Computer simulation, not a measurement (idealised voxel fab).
process module | voxel double patterning
cross-section cut | 175 nm wide | cells 5 nm
A cross-section is a grid of square cells, given in bands from the top down. A band is one or more rows of cells.
Each band's line starts with the height of the band's top and of its bottom, in nm. Then come its materials from left to right, each with its width in nm. One material with "throughout" fills the band from edge to edge. "air" is empty space.
Height 0 is the level under which the wafer as received is all one material. The lowest band goes on downwards, as in "0 down".
A width such as "30 to 40" changes by the same amount from each row of cells to the next, from the band's top row to its bottom row.
"no change" after a step means that no cell of the cross-section changed.
closed voids: empty space of 8 cells or more with no open way to the top, each as width x height at its distance from the left edge, in nm
after a step's settings: what the simulator itself notes on the step
overlay nm, on a step with a mask: how far to the right of its planned place the mask lay; to the left if negative
plan
1 op RECEIVE | material Si
2 op CONFORMAL_DEP | material SiN | thk nm 5
3 op DIRECTIONAL_DEP | material SiO2 | thk nm 20
4 op DIRECTIONAL_DEP | material SiCN | thk nm 5
5 op DIRECTIONAL_DEP | material aC | thk nm 15
6 op PATTERN | tone open | mask id FIRST | material resist | width nm 15 | pitch nm 50 | thk nm 30 | overlay nm 0
7 op DIRECTIONAL_ETCH | etch materials aC | depth nm 15
8 op STRIP | etch materials resist
9 op DIRECTIONAL_ETCH | etch materials SiCN | depth nm 5
10 op STRIP | etch materials aC
11 op DIRECTIONAL_DEP | material aC | thk nm 10
12 op PATTERN | tone open | mask id SECOND | material resist | width nm 15 | thk nm 30 | overlay nm 0
13 op DIRECTIONAL_ETCH | etch materials aC | depth nm 10
14 op STRIP | etch materials resist
15 op DIRECTIONAL_ETCH | etch materials SiCN | depth nm 5
16 op STRIP | etch materials aC
17 op DIRECTIONAL_ETCH | etch materials SiO2 | depth nm 20
18 op STRIP | etch materials SiCN
varied across the wafers: width nm of step 6. The plan shows the first wafer's value. All wafers start alike
first wafer as received, after step 1
  0 down: Si throughout
  closed voids: none
first wafer at the end, after step 18
  25 to 5: SiO2 55 | air 15 | SiO2 10 | air 15 | SiO2 10 | air 15 | SiO2 55
  5 to 0: SiN throughout
  0 down: Si throughout
  closed voids: none
last wafer at the end
  25 to 5: SiO2 50 | air 45 | SiO2 5 | air 30 | SiO2 45
  5 to 0: SiN throughout
  0 down: Si throughout
  closed voids: none
each wafer at the end: cells of each material gained (+) or lost (-) since it was received, then its closed voids
width nm 15 | +35 SiN | +104 SiO2 | closed voids: none
width nm 20 | +35 SiN | +96 SiO2 | closed voids: none
width nm 25 | +35 SiN | +88 SiO2 | closed voids: none
width nm 30 | +35 SiN | +80 SiO2 | closed voids: none
